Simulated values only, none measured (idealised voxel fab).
Proc. module: voxel wiring stack
Square cells of 5 nm make up the cross-section cut, whose width is 260 nm.
For the purposes of this document, a cross-section shall be understood as a grid of square cells, specified as bands listed in top-to-bottom order, each band consisting of one or more rows of cells.
Band: top and bottom heights (nm) first, top before bottom; then materials from left to right, widths in nm. "full width" marks a sole material filling the band edge to edge. "air" denotes empty space.
Measure heights from 0. That's the level where, below it, the as-received wafer is all one material. The lowest band is bottomless and extends downward; write it as in "0 -> down".
It should be noted that a width expressed as "30 to 40" varies in equal increments from row to row of cells within the band, taking the value of the first number at the top row and that of the second number at the bottom row.
"nothing changed" for a step: no cell of the cross-section changed in that step.
So "Completely enclosed voids" is basically the list of trapped voids: any empty space of 8 cells or more that can't reach the top through an opening. They're written width x height at distance, the distance being from the left edge, and it's all nm.
Heads up: the bit after the settings on a step's line is the simulator's remark on that step.
If you see "overlay nm" on a step's line and that step has a mask, it's telling you how far right of where it was planned the mask ended up; a negative number means it went left instead.
### Listed below are the process steps as planned
step 1: RECEIVE, material Si
step 2: CONFORMAL_DEP, material SiO2, thk nm 15
step 3: DIRECTIONAL_DEP, material TiN, thk nm 5
step 4: DIRECTIONAL_DEP, material Ru, thk nm 25
step 5: PATTERN, tone cover, mask id METAL_1, material resist, width nm 20, pitch nm 50, thk nm 20, overlay nm 0
step 6: DIRECTIONAL_ETCH, etch materials Ru, depth nm 25
step 7: DIRECTIONAL_ETCH, etch materials TiN, depth nm 5
step 8: STRIP, etch materials resist
step 9: FILL_DEP, material lowk, thk nm 10
step 10: CMP, height nm 45
step 11: CONFORMAL_DEP, material SiCN, thk nm 5
step 12: DIRECTIONAL_DEP, material lowk, thk nm 25
step 13: DIRECTIONAL_DEP, material aC, thk nm 15
step 14: PATTERN, tone open, mask id METAL_2_HOLES, material resist, width nm 15, thk nm 35, overlay nm 0
step 15: DIRECTIONAL_ETCH, etch materials aC, depth nm 15
step 16: STRIP, etch materials resist
step 17: DIRECTIONAL_ETCH, etch materials lowk, depth nm 25
step 18: STRIP, etch materials aC
step 19: PATTERN, tone open, mask id METAL_2, material resist, width nm 20, pitch nm 50, thk nm 15, overlay nm 0
step 20: DIRECTIONAL_ETCH, etch materials lowk, depth nm 15
step 21: DIRECTIONAL_ETCH, etch materials SiCN, depth nm 5
step 22: STRIP, etch materials resist
step 23: CONFORMAL_DEP, material TiN, thk nm 5
step 24: FILL_DEP, material Cu, thk nm 5
step 25: CMP, height nm 75
step 26: CONFORMAL_DEP, material SiCN, thk nm 5
step 27: DIRECTIONAL_DEP, material SiO2, thk nm 30
step 28: DIRECTIONAL_DEP, material aC, thk nm 15
step 29: PATTERN, tone open, mask id METAL_3_HOLES, material resist, width nm 15, thk nm 35, overlay nm 0
step 30: DIRECTIONAL_ETCH, etch materials aC, depth nm 15
step 31: STRIP, etch materials resist
step 32: DIRECTIONAL_ETCH, etch materials SiO2, depth nm 30
step 33: STRIP, etch materials aC
step 34: DIRECTIONAL_DEP, material aC, thk nm 10
step 35: PATTERN, tone open, mask id METAL_3, material resist, width nm 20, pitch nm 50, thk nm 30, overlay nm 0
step 36: DIRECTIONAL_ETCH, etch materials aC, depth nm 10
step 37: STRIP, etch materials resist
step 38: DIRECTIONAL_ETCH, etch materials SiO2, depth nm 15
step 39: DIRECTIONAL_ETCH, etch materials SiCN, depth nm 5
step 40: STRIP, etch materials aC
step 41: CONFORMAL_DEP, material TiN, thk nm 5
step 42: FILL_DEP, material Cu, thk nm 10
step 43: CMP, height nm 110
step 44: CONFORMAL_DEP, material SiCN, thk nm 5
step 45: DIRECTIONAL_DEP, material lowk, thk nm 15
step 46: MASKED_ETCH, tone open, mask id PLUG_3, width nm 15, etch materials lowk, depth nm 15, overlay nm 0
step 47: MASKED_ETCH, tone open, mask id PLUG_3, width nm 15, etch materials SiCN, depth nm 5, overlay nm 0
step 48: EPI, material Ru, thk nm 10
step 49: EPI, material Ru, thk nm 10
step 50: DIRECTIONAL_DEP, material TiN, thk nm 5
step 51: DIRECTIONAL_DEP, material Ru, thk nm 15
step 52: DIRECTIONAL_DEP, material aC, thk nm 15
step 53: PATTERN, tone cover, mask id METAL_4, material resist, width nm 20, pitch nm 50, thk nm 35, overlay nm 0
step 54: DIRECTIONAL_ETCH, etch materials aC, depth nm 15
step 55: STRIP, etch materials resist
step 56: DIRECTIONAL_ETCH, etch materials Ru, depth nm 15
step 57: DIRECTIONAL_ETCH, etch materials TiN, depth nm 5
step 58: STRIP, etch materials aC
step 59: FILL_DEP, material lowk, thk nm 5
step 60: CMP, height nm 150
step 61: CONFORMAL_DEP, material SiN, thk nm 5
### Cross-section of the wafer as it came to us, i.e., already through step 1
* 0 -> down  Si full width
* Completely enclosed voids: none
### This is how the wafer looks in cross-section once the module is done, given the starting state and plan above and one mistake in carrying the plan out
* 155 -> 150  SiN full width
* 150 -> 135  95 lowk, 20 Ru, 30 lowk, 20 Ru, 95 lowk
* 135 -> 130  95 lowk, 20 TiN, 30 lowk, 20 TiN, 95 lowk
* 130 -> 115  95 lowk, 15 Ru, 150 lowk
* 115 -> 110  95 SiCN, 15 Ru, 150 SiCN
* 110 -> 100  95 SiO2, 5 TiN, 10 Cu, 5 TiN, 30 SiO2, 5 TiN, 10 Cu, 5 TiN, 95 SiO2
* 100 -> 95  95 SiO2, 5 TiN, 5 Cu, 10 TiN, 30 SiO2, 20 TiN, 95 SiO2
* 95 -> 80  95 SiO2, 5 TiN, 5 Cu, 5 TiN, 150 SiO2
* 80 -> 75  95 SiCN, 15 TiN, 150 SiCN
* 75 -> 65  95 lowk, 5 TiN, 10 Cu, 5 TiN, 30 lowk, 5 TiN, 10 Cu, 5 TiN, 95 lowk
* 65 -> 60  95 lowk, 5 TiN, 5 Cu, 10 TiN, 30 lowk, 20 TiN, 95 lowk
* 60 -> 50  95 lowk, 5 TiN, 5 Cu, 5 TiN, 150 lowk
* 50 -> 45  95 SiCN, 15 TiN, 150 SiCN
* 45 -> 20  95 lowk, 20 Ru, 30 lowk, 20 Ru, 95 lowk
* 20 -> 15  aC full width
* 15 -> 0  SiO2 full width
* 0 -> down  Si full width
* Completely enclosed voids: none
Nonconformance to the process plan: the process deviated at step 3: the operation and settings actually run there were DIRECTIONAL_DEP, material aC, thk nm 5
